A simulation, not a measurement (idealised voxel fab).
The name of this process module is voxel double patterning.
Shown is cross-section cut, with a width of 210 nm and square cells of size 5 nm.
Cross-section format: a grid of square cells, given as bands from top to bottom; each band is one or more rows of cells.
This entry defines a band. It first specifies the height of the band's top and the height of its bottom in nm, and then specifies the band's materials from left to right, stating each material with its width in nm. The word "everywhere" identifies a single material that fills the band from edge to edge, while the word "air" identifies empty space.
Basically, 0 is our baseline, since under it the wafer straight out of the box is all one material. The bottom band has no lower end and keeps on going down, so it looks like "0 -> down".
Quick explanation for "30..40": the width changes in equal steps down the rows of cells, from the first number in the band's top row to the second number in its bottom row.
You'll sometimes find "all unchanged" written for a step, and that's the way of saying that nowhere in the cross-section did a cell change during that step.
Closed empty spaces (no open way to the top) of 8 cells or more are what "Trapped voids" lists, each as width x height at distance from the left edge, nm for all three.
Note: text after step settings on the step line = simulator remark on that step.
A step's line can hold "overlay nm"; with a mask on that step, the setting says how far right of the planned place the mask lay, while a negative setting says it lay to the left.

## The steps planned for the process are as follows
1: RECEIVE: material Si
2: CONFORMAL_DEP: material SiO2, thk nm 10
3: DIRECTIONAL_DEP: material polySi, thk nm 10
4: DIRECTIONAL_DEP: material SiCN, thk nm 5
5: DIRECTIONAL_DEP: material aC, thk nm 10
6: PATTERN: tone open, mask id FIRST, material resist, width nm 15, pitch nm 50, thk nm 30, overlay nm 0
7: DIRECTIONAL_ETCH: etch materials aC, depth nm 10
8: STRIP: etch materials resist
9: DIRECTIONAL_ETCH: etch materials SiCN, depth nm 5
10: STRIP: etch materials aC
11: MASKED_ETCH: tone open, mask id SECOND, width nm 15, pitch nm 50, etch materials SiCN, depth nm 5, overlay nm 0
12: DIRECTIONAL_ETCH: etch materials polySi, depth nm 10
13: STRIP: etch materials SiCN

## First of two wafers, processed according to plan

## Wafer as received: cross-section following step 1
> 0 -> down  Si everywhere
> Trapped voids: none

## After step 2, in cross-section
> 10 -> 0  SiO2 everywhere
> No changes below 0.

## After step 3, in cross-section
> 20 -> 10  polySi everywhere
> No changes below 10.

## After step 4, in cross-section
> 25 -> 20  SiCN everywhere
> No changes below 20.

## After step 5, in cross-section
> 35 -> 25  aC everywhere
> No changes below 25.

## After step 6, in cross-section
> 65 -> 35  resist: 45; air: 15; resist: 35; air: 15; resist: 35; air: 15; resist: 50
> No changes below 35.

## After step 7, in cross-section
> 55 -> 35  resist: 45; air: 15; resist: 35; air: 15; resist: 35; air: 15; resist: 50
> 35 -> 25  aC: 45; air: 15; aC: 35; air: 15; aC: 35; air: 15; aC: 50
> No changes below 25.

## After step 8, in cross-section
> 35 -> 25  aC: 45; air: 15; aC: 35; air: 15; aC: 35; air: 15; aC: 50
> No changes below 25.

## After step 9, in cross-section
> 35 -> 25  aC: 45; air: 15; aC: 35; air: 15; aC: 35; air: 15; aC: 50
> 25 -> 20  SiCN: 45; air: 15; SiCN: 35; air: 15; SiCN: 35; air: 15; SiCN: 50
> No changes below 20.

## After step 10, in cross-section
> 25 -> 20  SiCN: 45; air: 15; SiCN: 35; air: 15; SiCN: 35; air: 15; SiCN: 50
> No changes below 20.

## After step 11, in cross-section
> 25 -> 20  SiCN: 45; air: 15; SiCN: 10; air: 15; SiCN: 10; air: 15; SiCN: 10; air: 15; SiCN: 10; air: 15; SiCN: 50
> No changes below 20.

## After step 12, in cross-section
> 25 -> 20  SiCN: 45; air: 15; SiCN: 10; air: 15; SiCN: 10; air: 15; SiCN: 10; air: 15; SiCN: 10; air: 15; SiCN: 50
> 20 -> 10  polySi: 45; air: 15; polySi: 10; air: 15; polySi: 10; air: 15; polySi: 10; air: 15; polySi: 10; air: 15; polySi: 50
> No changes below 10.

## After step 13, in cross-section
> 20 -> 10  polySi: 45; air: 15; polySi: 10; air: 15; polySi: 10; air: 15; polySi: 10; air: 15; polySi: 10; air: 15; polySi: 50
> No changes below 10.

## Wafer two. Same start, same plan, one slip in execution. Same as wafer one through step 7, inclusive

## Second wafer at the planned finish of step 8, seen in cross-section
> 35 -> 25  aC: 45; air: 15; aC: 35; air: 15; aC: 35; air: 15; aC: 50
> No changes below 25.

## Second wafer at the planned finish of step 9, seen in cross-section
> 35 -> 25  aC: 45; air: 15; aC: 35; air: 15; aC: 35; air: 15; aC: 50
> 25 -> 20  SiCN: 45; air: 15; SiCN: 35; air: 15; SiCN: 35; air: 15; SiCN: 50
> No changes below 20.

## Second wafer at the planned finish of step 10, seen in cross-section
> 25 -> 20  SiCN: 45; air: 15; SiCN: 35; air: 15; SiCN: 35; air: 15; SiCN: 50
> No changes below 20.

## Second wafer at the planned finish of step 11, seen in cross-section
> 25 -> 20  SiCN: 45; air: 15; SiCN: 10; air: 15; SiCN: 10; air: 15; SiCN: 10; air: 15; SiCN: 10; air: 15; SiCN: 50
> No changes below 20.

## Second wafer at the planned finish of step 12, seen in cross-section
> 25 -> 20  SiCN: 45; air: 15; SiCN: 10; air: 15; SiCN: 10; air: 15; SiCN: 10; air: 15; SiCN: 10; air: 15; SiCN: 50
> 20 -> 10  polySi: 45; air: 15; polySi: 10; air: 15; polySi: 10; air: 15; polySi: 10; air: 15; polySi: 10; air: 15; polySi: 50
> No changes below 10.

## Second wafer at the planned finish of step 13, seen in cross-section
> 20 -> 10  polySi: 45; air: 15; polySi: 10; air: 15; polySi: 10; air: 15; polySi: 10; air: 15; polySi: 10; air: 15; polySi: 50
> No changes below 10.
Processing error: plan step 8 was conducted twice
Honestly, by the end the two wafers have the same cross-section, so the mistake just doesn't show up in what this model computes.
